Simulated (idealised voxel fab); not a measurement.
This is a process module. Its name is voxel self aligned vias.
Displayed cross-section: cut, width of 195 nm, square cells sized 5 nm.
Each cross-section below is a grid of square cells, stated as bands in top-down order, with one or more rows of cells making up each band.
Band entry format. Leading values: height of top, height of bottom, nm. Remainder: materials in left-to-right order, each with its width in nm. Special words: "everywhere" on a single material, which then fills the band edge to edge; "air", empty space.
Basically, 0 is our baseline, since under it the wafer straight out of the box is all one material. The bottom band has no lower end and keeps on going down, so it looks like "0 down".
Per-row width for "30..40": begins at first number (top row of band), ends at second number (bottom row), increment between rows held constant.
"all unchanged" means the step left every cell of the cross-section as it was.
In "Entrapped voids" the enclosed voids are listed, meaning empty spaces of 8 cells or larger without any opening to the top. The form is width x height at distance, distance from the left edge, units nm.
Note: text after step settings on the step line = simulator remark on that step.
The optional step-line setting "overlay nm" applies to steps with a mask and quantifies how far to the right of its planned location the mask lay, a negative value indicating leftward placement.
This section lists the process steps that were planned
1 RECEIVE | material Si
2 CONFORMAL_DEP | material SiO2 | thk nm 10
3 CONFORMAL_DEP | material SiCN | thk nm 5
4 DIRECTIONAL_DEP | material lowk | thk nm 25
5 PATTERN | tone open | mask id LINES | material resist | width nm 25 | pitch nm 65 | thk nm 15 | overlay nm 0
6 DIRECTIONAL_ETCH | etch materials lowk | depth nm 25
7 STRIP | etch materials resist
8 CONFORMAL_DEP | material TiN | thk nm 5
9 FILL_DEP | material W | thk nm 5
10 CMP | height nm 40
11 SELECTIVE_ETCH | etch materials W Ru TiN | depth nm 5
12 FILL_DEP | material SiN | thk nm 5
13 CMP | height nm 40
14 DIRECTIONAL_DEP | material lowk | thk nm 20
15 PATTERN | tone open | mask id VIAS | material resist | width nm 35 | pitch nm 65 | thk nm 15 | overlay nm 0
16 DIRECTIONAL_ETCH | etch materials lowk | depth nm 20
17 DIRECTIONAL_ETCH | etch materials SiN | depth nm 5
18 STRIP | etch materials resist
19 CONFORMAL_DEP | material TiN | thk nm 5
20 FILL_DEP | material Ru | thk nm 10
21 CMP | height nm 60
22 CONFORMAL_DEP | material SiCN | thk nm 5
So, the first of our two wafers, run just as we planned it
Cross-section of the wafer at receipt, which is the condition after step 1
- 0 down = Si everywhere
- Entrapped voids: none
After step 2, in cross-section
- 10 to 0 = SiO2 everywhere
- Below 0, the layers are the same as they were.
After step 3, in cross-section
- 15 to 10 = SiCN everywhere
- Below 10, the layers are the same as they were.
After step 4, in cross-section
- 40 to 15 = lowk everywhere
- Below 15, the layers are the same as they were.
After step 5, in cross-section
- 55 to 40 = 50 of resist | 25 of air | 40 of resist | 25 of air | 55 of resist
- Below 40, the layers are the same as they were.
After step 6, in cross-section
- 55 to 40 = 50 of resist | 25 of air | 40 of resist | 25 of air | 55 of resist
- 40 to 15 = 50 of lowk | 25 of air | 40 of lowk | 25 of air | 55 of lowk
- Below 15, the layers are the same as they were.
After step 7, in cross-section
- 40 to 15 = 50 of lowk | 25 of air | 40 of lowk | 25 of air | 55 of lowk
- Below 15, the layers are the same as they were.
After step 8, in cross-section
- 45 to 40 = 55 of TiN | 15 of air | 50 of TiN | 15 of air | 60 of TiN
- 40 to 20 = 50 of lowk | 5 of TiN | 15 of air | 5 of TiN | 40 of lowk | 5 of TiN | 15 of air | 5 of TiN | 55 of lowk
- 20 to 15 = 50 of lowk | 25 of TiN | 40 of lowk | 25 of TiN | 55 of lowk
- Below 15, the layers are the same as they were.
After step 9, in cross-section
- 50 to 45 = W everywhere
- 45 to 40 = 55 of TiN | 15 of W | 50 of TiN | 15 of W | 60 of TiN
- 40 to 20 = 50 of lowk | 5 of TiN | 15 of W | 5 of TiN | 40 of lowk | 5 of TiN | 15 of W | 5 of TiN | 55 of lowk
- Below 20, the layers are the same as they were.
After step 10, in cross-section
- 40 to 20 = 50 of lowk | 5 of TiN | 15 of W | 5 of TiN | 40 of lowk | 5 of TiN | 15 of W | 5 of TiN | 55 of lowk
- Below 20, the layers are the same as they were.
After step 11, in cross-section
- 40 to 35 = 50 of lowk | 25 of air | 40 of lowk | 25 of air | 55 of lowk
- Below 35, the layers are the same as they were.
After step 12, in cross-section
- 45 to 40 = SiN everywhere
- 40 to 35 = 50 of lowk | 25 of SiN | 40 of lowk | 25 of SiN | 55 of lowk
- Below 35, the layers are the same as they were.
After step 13, in cross-section
- 40 to 35 = 50 of lowk | 25 of SiN | 40 of lowk | 25 of SiN | 55 of lowk
- Below 35, the layers are the same as they were.
After step 14, in cross-section
- 60 to 40 = lowk everywhere
- Below 40, the layers are the same as they were.
After step 15, in cross-section
- 75 to 60 = 45 of resist | 35 of air | 30 of resist | 35 of air | 50 of resist
- Below 60, the layers are the same as they were.
After step 16, in cross-section
- 75 to 60 = 45 of resist | 35 of air | 30 of resist | 35 of air | 50 of resist
- 60 to 40 = 45 of lowk | 35 of air | 30 of lowk | 35 of air | 50 of lowk
- Below 40, the layers are the same as they were.
After step 17, in cross-section
- 75 to 60 = 45 of resist | 35 of air | 30 of resist | 35 of air | 50 of resist
- 60 to 40 = 45 of lowk | 35 of air | 30 of lowk | 35 of air | 50 of lowk
- 40 to 35 = 50 of lowk | 25 of air | 40 of lowk | 25 of air | 55 of lowk
- Below 35, the layers are the same as they were.
After step 18, in cross-section
- 60 to 40 = 45 of lowk | 35 of air | 30 of lowk | 35 of air | 50 of lowk
- Below 40, the layers are the same as they were.
After step 19, in cross-section
- 65 to 60 = 50 of TiN | 25 of air | 40 of TiN | 25 of air | 55 of TiN
- 60 to 45 = 45 of lowk | 5 of TiN | 25 of air | 5 of TiN | 30 of lowk | 5 of TiN | 25 of air | 5 of TiN | 50 of lowk
- 45 to 40 = 45 of lowk | 10 of TiN | 15 of air | 10 of TiN | 30 of lowk | 10 of TiN | 15 of air | 10 of TiN | 50 of lowk
- 40 to 35 = 50 of lowk | 25 of TiN | 40 of lowk | 25 of TiN | 55 of lowk
- Below 35, the layers are the same as they were.
After step 20, in cross-section
- 75 to 65 = Ru everywhere
- 65 to 60 = 50 of TiN | 25 of Ru | 40 of TiN | 25 of Ru | 55 of TiN
- 60 to 45 = 45 of lowk | 5 of TiN | 25 of Ru | 5 of TiN | 30 of lowk | 5 of TiN | 25 of Ru | 5 of TiN | 50 of lowk
- 45 to 40 = 45 of lowk | 10 of TiN | 15 of Ru | 10 of TiN | 30 of lowk | 10 of TiN | 15 of Ru | 10 of TiN | 50 of lowk
- Below 40, the layers are the same as they were.
After step 21, in cross-section
- 60 to 45 = 45 of lowk | 5 of TiN | 25 of Ru | 5 of TiN | 30 of lowk | 5 of TiN | 25 of Ru | 5 of TiN | 50 of lowk
- Below 45, the layers are the same as they were.
After step 22, in cross-section
- 65 to 60 = SiCN everywhere
- Below 60, the layers are the same as they were.
Wafer two. Same start, same plan, one slip in execution. Same as wafer one through step 11, inclusive
Planned end of step 12: second wafer, cross-section
- 45 to 40 = W everywhere
- 40 to 35 = 50 of lowk | 25 of W | 40 of lowk | 25 of W | 55 of lowk
- Below 35, the layers are the same as they were.
Planned end of step 13: second wafer, cross-section
- 40 to 35 = 50 of lowk | 25 of W | 40 of lowk | 25 of W | 55 of lowk
- Below 35, the layers are the same as they were.
Planned end of step 14: second wafer, cross-section
- 60 to 40 = lowk everywhere
- Below 40, the layers are the same as they were.
Planned end of step 15: second wafer, cross-section
- 75 to 60 = 45 of resist | 35 of air | 30 of resist | 35 of air | 50 of resist
- Below 60, the layers are the same as they were.
Planned end of step 16: second wafer, cross-section
- 75 to 60 = 45 of resist | 35 of air | 30 of resist | 35 of air | 50 of resist
- 60 to 40 = 45 of lowk | 35 of air | 30 of lowk | 35 of air | 50 of lowk
- Below 40, the layers are the same as they were.
Planned end of step 17: second wafer, cross-section: all unchanged
Planned end of step 18: second wafer, cross-section
- 60 to 40 = 45 of lowk | 35 of air | 30 of lowk | 35 of air | 50 of lowk
- Below 40, the layers are the same as they were.
Planned end of step 19: second wafer, cross-section
- 65 to 60 = 50 of TiN | 25 of air | 40 of TiN | 25 of air | 55 of TiN
- 60 to 45 = 45 of lowk | 5 of TiN | 25 of air | 5 of TiN | 30 of lowk | 5 of TiN | 25 of air | 5 of TiN | 50 of lowk
- 45 to 40 = 45 of lowk | 35 of TiN | 30 of lowk | 35 of TiN | 50 of lowk
- Below 40, the layers are the same as they were.
Planned end of step 20: second wafer, cross-section
- 75 to 65 = Ru everywhere
- 65 to 60 = 50 of TiN | 25 of Ru | 40 of TiN | 25 of Ru | 55 of TiN
- 60 to 45 = 45 of lowk | 5 of TiN | 25 of Ru | 5 of TiN | 30 of lowk | 5 of TiN | 25 of Ru | 5 of TiN | 50 of lowk
- Below 45, the layers are the same as they were.
Planned end of step 21: second wafer, cross-section
- 60 to 45 = 45 of lowk | 5 of TiN | 25 of Ru | 5 of TiN | 30 of lowk | 5 of TiN | 25 of Ru | 5 of TiN | 50 of lowk
- Below 45, the layers are the same as they were.
Planned end of step 22: second wafer, cross-section
- 65 to 60 = SiCN everywhere
- Below 60, the layers are the same as they were.
Diagnosis: step 12, actual vs plan mismatch, actual run FILL_DEP | material W | thk nm 5
Final wafer comparison in cells, second versus first, more or fewer per material: -6 Ru | -4 TiN | +10 W
